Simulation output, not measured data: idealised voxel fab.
This section sets out a process module, namely voxel air gaps.
Section cut is 175 nm wide and gridded with 5 nm square cells.
Bands, listed from the top down, are how a cross-section gets written in this document; the cross-section itself is a grid of square cells, and a band is one or more rows of them.
Basically the band line says how high the top is and how high the bottom is, in nm, and then what's in it from left to right, every material with its width in nm. Empty space shows up as "blank", and if a single material carries "edge to edge" it runs the full band edge to edge.
Heights are expressed relative to 0, this being the level below which the as-received wafer comprises one material exclusively. The lowest band is unbounded in the downward direction and is denoted as in "0..down".
With a width like "30 to 40", each row of cells in the band differs from the next by the same amount, the top row carrying the first number and the bottom row the second.
Basically "no alteration" means that step didn't change any cell in the cross-section.
"Sealed void list" specifies each empty space that is not open to the top and that occupies no fewer than 8 cells, using the form width x height at distance, the distance measured from the left edge and all three quantities in nm.
Text after the settings on a step's line: the simulator's own remark on that step.
overlay nm: on a step with a mask, how far right of its planned place the mask lay; negative means left.
# Process steps (planned)
- 1: RECEIVE,material Si
- 2: CONFORMAL_DEP,material SiO2,thk nm 15
- 3: CONFORMAL_DEP,material SiCN,thk nm 5
- 4: DIRECTIONAL_DEP,material SiO2,thk nm 30
- 5: MASKED_ETCH,tone open,mask id LINES,width nm 20,pitch nm 45,etch materials SiO2,depth nm 30,overlay nm 0
- 6: CONFORMAL_DEP,material TiN,thk nm 5
- 7: FILL_DEP,material Cu,thk nm 10
- 8: CMP,height nm 50
- 9: EPI,material Ru,thk nm 10
- 10: SELECTIVE_ETCH,etch materials SiO2,depth nm 40
- 11: CONFORMAL_DEP,material SiCN,thk nm 5
# First wafer of two (run as planned)
# This is the cross-section of the wafer as we received it, i.e. after step 1
	0..down = Si edge to edge
	Sealed void list: none
# Step 2 complete: cross-section through the wafer
	15..0 = SiO2 edge to edge
	Below a height of 0, the structure has not been altered.
# Step 3 complete: cross-section through the wafer
	20..15 = SiCN edge to edge
	Below a height of 15, the structure has not been altered.
# Step 4 complete: cross-section through the wafer
	50..20 = SiO2 edge to edge
	Below a height of 20, the structure has not been altered.
# Step 5 complete: cross-section through the wafer
	50..20 = 30 SiO2 / 20 blank / 25 SiO2 / 20 blank / 25 SiO2 / 20 blank / 35 SiO2
	Below a height of 20, the structure has not been altered.
# Step 6 complete: cross-section through the wafer
	55..50 = 35 TiN / 10 blank / 35 TiN / 10 blank / 35 TiN / 10 blank / 40 TiN
	50..25 = 30 SiO2 / 5 TiN / 10 blank / 5 TiN / 25 SiO2 / 5 TiN / 10 blank / 5 TiN / 25 SiO2 / 5 TiN / 10 blank / 5 TiN / 35 SiO2
	25..20 = 30 SiO2 / 20 TiN / 25 SiO2 / 20 TiN / 25 SiO2 / 20 TiN / 35 SiO2
	Below a height of 20, the structure has not been altered.
# Step 7 complete: cross-section through the wafer
	65..55 = Cu edge to edge
	55..50 = 35 TiN / 10 Cu / 35 TiN / 10 Cu / 35 TiN / 10 Cu / 40 TiN
	50..25 = 30 SiO2 / 5 TiN / 10 Cu / 5 TiN / 25 SiO2 / 5 TiN / 10 Cu / 5 TiN / 25 SiO2 / 5 TiN / 10 Cu / 5 TiN / 35 SiO2
	Below a height of 25, the structure has not been altered.
# Step 8 complete: cross-section through the wafer
	50..25 = 30 SiO2 / 5 TiN / 10 Cu / 5 TiN / 25 SiO2 / 5 TiN / 10 Cu / 5 TiN / 25 SiO2 / 5 TiN / 10 Cu / 5 TiN / 35 SiO2
	Below a height of 25, the structure has not been altered.
# Step 9 complete: cross-section through the wafer
	60..50 = 20 blank / 40 Ru / 5 blank / 40 Ru / 5 blank / 40 Ru / 25 blank
	Below a height of 50, the structure has not been altered.
# Step 10 complete: cross-section through the wafer
	60..50 = 20 blank / 40 Ru / 5 blank / 40 Ru / 5 blank / 40 Ru / 25 blank
	50..25 = 30 blank / 5 TiN / 10 Cu / 5 TiN / 25 blank / 5 TiN / 10 Cu / 5 TiN / 25 blank / 5 TiN / 10 Cu / 5 TiN / 35 blank
	25..20 = 30 blank / 20 TiN / 25 blank / 20 TiN / 25 blank / 20 TiN / 35 blank
	Below a height of 20, the structure has not been altered.
# Step 11 complete: cross-section through the wafer
	65..60 = 15 blank / 140 SiCN / 20 blank
	60..50 = 15 blank / 5 SiCN / 40 Ru / 5 SiCN / 40 Ru / 5 SiCN / 40 Ru / 5 SiCN / 20 blank
	50..45 = 15 blank / 15 SiCN / 5 TiN / 10 Cu / 5 TiN / 25 SiCN / 5 TiN / 10 Cu / 5 TiN / 25 SiCN / 5 TiN / 10 Cu / 5 TiN / 15 SiCN / 20 blank
	45..25 = 25 blank / 5 SiCN / 5 TiN / 10 Cu / 5 TiN / 5 SiCN / 15 blank / 5 SiCN / 5 TiN / 10 Cu / 5 TiN / 5 SiCN / 15 blank / 5 SiCN / 5 TiN / 10 Cu / 5 TiN / 5 SiCN / 30 blank
	25..20 = 30 SiCN / 20 TiN / 25 SiCN / 20 TiN / 25 SiCN / 20 TiN / 35 SiCN
	Below a height of 20, the structure has not been altered.
	Sealed void list: 15 x 20 at 55; 15 x 20 at 100
# For the second wafer, take the first wafer's start and plan, then add one mistake made in running it; everything through step 1, that step included, is shared with the first
# Second wafer: cross-section at the scheduled end of step 2
	30..0 = SiO2 edge to edge
	Below a height of 0, the structure has not been altered.
# Second wafer: cross-section at the scheduled end of step 3
	35..30 = SiCN edge to edge
	Below a height of 30, the structure has not been altered.
# Second wafer: cross-section at the scheduled end of step 4
	65..35 = SiO2 edge to edge
	Below a height of 35, the structure has not been altered.
# Second wafer: cross-section at the scheduled end of step 5
	65..35 = 30 SiO2 / 20 blank / 25 SiO2 / 20 blank / 25 SiO2 / 20 blank / 35 SiO2
	Below a height of 35, the structure has not been altered.
# Second wafer: cross-section at the scheduled end of step 6
	70..65 = 35 TiN / 10 blank / 35 TiN / 10 blank / 35 TiN / 10 blank / 40 TiN
	65..40 = 30 SiO2 / 5 TiN / 10 blank / 5 TiN / 25 SiO2 / 5 TiN / 10 blank / 5 TiN / 25 SiO2 / 5 TiN / 10 blank / 5 TiN / 35 SiO2
	40..35 = 30 SiO2 / 20 TiN / 25 SiO2 / 20 TiN / 25 SiO2 / 20 TiN / 35 SiO2
	Below a height of 35, the structure has not been altered.
# Second wafer: cross-section at the scheduled end of step 7
	80..70 = Cu edge to edge
	70..65 = 35 TiN / 10 Cu / 35 TiN / 10 Cu / 35 TiN / 10 Cu / 40 TiN
	65..40 = 30 SiO2 / 5 TiN / 10 Cu / 5 TiN / 25 SiO2 / 5 TiN / 10 Cu / 5 TiN / 25 SiO2 / 5 TiN / 10 Cu / 5 TiN / 35 SiO2
	Below a height of 40, the structure has not been altered.
# Second wafer: cross-section at the scheduled end of step 8
	50..40 = 30 SiO2 / 5 TiN / 10 Cu / 5 TiN / 25 SiO2 / 5 TiN / 10 Cu / 5 TiN / 25 SiO2 / 5 TiN / 10 Cu / 5 TiN / 35 SiO2
	Below a height of 40, the structure has not been altered.
# Second wafer: cross-section at the scheduled end of step 9
	60..50 = 20 blank / 40 Ru / 5 blank / 40 Ru / 5 blank / 40 Ru / 25 blank
	Below a height of 50, the structure has not been altered.
# Second wafer: cross-section at the scheduled end of step 10
	60..50 = 20 blank / 40 Ru / 5 blank / 40 Ru / 5 blank / 40 Ru / 25 blank
	50..40 = 30 blank / 5 TiN / 10 Cu / 5 TiN / 25 blank / 5 TiN / 10 Cu / 5 TiN / 25 blank / 5 TiN / 10 Cu / 5 TiN / 35 blank
	40..35 = 30 blank / 20 TiN / 25 blank / 20 TiN / 25 blank / 20 TiN / 35 blank
	Below a height of 35, the structure has not been altered.
# Second wafer: cross-section at the scheduled end of step 11
	65..60 = 15 blank / 140 SiCN / 20 blank
	60..50 = 15 blank / 5 SiCN / 40 Ru / 5 SiCN / 40 Ru / 5 SiCN / 40 Ru / 5 SiCN / 20 blank
	50..45 = 15 blank / 15 SiCN / 5 TiN / 10 Cu / 5 TiN / 25 SiCN / 5 TiN / 10 Cu / 5 TiN / 25 SiCN / 5 TiN / 10 Cu / 5 TiN / 15 SiCN / 20 blank
	45..40 = 25 blank / 5 SiCN / 5 TiN / 10 Cu / 5 TiN / 5 SiCN / 15 blank / 5 SiCN / 5 TiN / 10 Cu / 5 TiN / 5 SiCN / 15 blank / 5 SiCN / 5 TiN / 10 Cu / 5 TiN / 5 SiCN / 30 blank
	40..35 = 30 SiCN / 20 TiN / 25 SiCN / 20 TiN / 25 SiCN / 20 TiN / 35 SiCN
	Below a height of 35, the structure has not been altered.
Here's what went sideways: step 2 of the plan was carried out twice
In the final state, the cell counts of the second wafer exceed or fall short of those of the first for the following materials: -18 Cu, -18 SiCN, +105 SiO2, -18 TiN
Note - end result: 2 closed voids (first wafer), 0 closed voids (second wafer).
